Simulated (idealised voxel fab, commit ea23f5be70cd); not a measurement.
The following process module bears the name voxel ribs on slabs.
Cross-section cut spans 255 nm and uses square cells 5 nm in size.
Think of the cross-section as a grid of square cells. We describe it in bands, top to bottom, and each band covers one or more rows of those cells. Each band's line starts with the height of the band's top and of its bottom, in nm. Then come its materials from left to right, each with its width in nm. One material with "all across" fills the band from edge to edge. "empty" is empty space. All heights in this document are referenced to 0, defined as the level beneath which the wafer, as received, consists entirely of one material. The lowest band is not bounded below; it extends indefinitely downward and is written in the form "0 -> down". A width given as "30 to 40" starts at the first number in the band's top row and ends at the second number in its bottom row, shifting by an equal amount at every step from row to row. Basically "left unchanged" means that step didn't change any cell in the cross-section. In "Entrapped voids" the enclosed voids are listed, meaning empty spaces of 8 cells or larger without any opening to the top. The form is width x height at distance, distance from the left edge, units nm. That trailing text on a step's line, after the settings, is the simulator's own remark on the step. For masked steps, "overlay nm" on the step line gives how far right of plan the mask actually lay; a minus sign means it lay to the left.

[The planned process steps are enumerated hereunder]
step 1: RECEIVE (material Si)
step 2: DIRECTIONAL_DEP (material SiO2; thk nm 30)
step 3: DIRECTIONAL_DEP (material SiN; thk nm 15)
step 4: MASKED_ETCH (tone cover; mask id RIB; width nm 20; etch materials SiN; depth nm 5; overlay nm 0)
step 5: PATTERN (tone cover; mask id SLAB; material resist; width nm 70; thk nm 20; overlay nm 0)
step 6: DIRECTIONAL_ETCH (etch materials SiN; depth nm 10)
step 7: STRIP (etch materials resist)
step 8: FILL_DEP (material SiO2; thk nm 25)
step 9: CMP (height nm 60)
step 10: DIRECTIONAL_DEP (material W; thk nm 10)
step 11: DIRECTIONAL_DEP (material aC; thk nm 15)
step 12: PATTERN (tone cover; mask id HEATER; material resist; width nm 30; thk nm 35; overlay nm 0)
step 13: DIRECTIONAL_ETCH (etch materials aC; depth nm 15)
step 14: STRIP (etch materials resist)
step 15: DIRECTIONAL_ETCH (etch materials W; depth nm 10)
step 16: STRIP (etch materials aC)
step 17: CONFORMAL_DEP (material SiO2; thk nm 5)

[Cross-section of the wafer at receipt, which is the condition after step 1]
    0 -> down = Si all across
    Entrapped voids: none

[Cross-sectional image of the first of two wafers at the end of the module, the run having proceeded as planned]
    75 -> 70 = 105 of empty, then 40 of SiO2, then 110 of empty
    70 -> 65 = 105 of empty, then 5 of SiO2, then 30 of W, then 5 of SiO2, then 110 of empty
    65 -> 60 = 110 of SiO2, then 30 of W, then 115 of SiO2
    60 -> 45 = SiO2 all across
    45 -> 40 = 115 of SiO2, then 20 of SiN, then 120 of SiO2
    40 -> 30 = 90 of SiO2, then 70 of SiN, then 95 of SiO2
    30 -> 0 = SiO2 all across
    0 -> down = Si all across
    Entrapped voids: none

[Presented here is a cross-section of the second of the two wafers as it stood at the end of the module. It was started in the same manner and assigned the same plan as the first wafer; however, one mistake was made in its execution]
    75 -> 70 = 105 of empty, then 40 of SiO2, then 110 of empty
    70 -> 65 = 105 of empty, then 5 of SiO2, then 30 of W, then 5 of SiO2, then 110 of empty
    65 -> 60 = 110 of SiO2, then 30 of W, then 115 of SiO2
    60 -> 15 = SiO2 all across
    15 -> 0 = SiN all across
    0 -> down = Si all across
    Entrapped voids: none
It is concluded that the wafer was processed incorrectly with respect to the plan, in that ran 2 and 3 in swapped order versus the plan
Wafer comparison, final, in cells, second relative to first, materials more or fewer: SiN +121, SiO2 -121
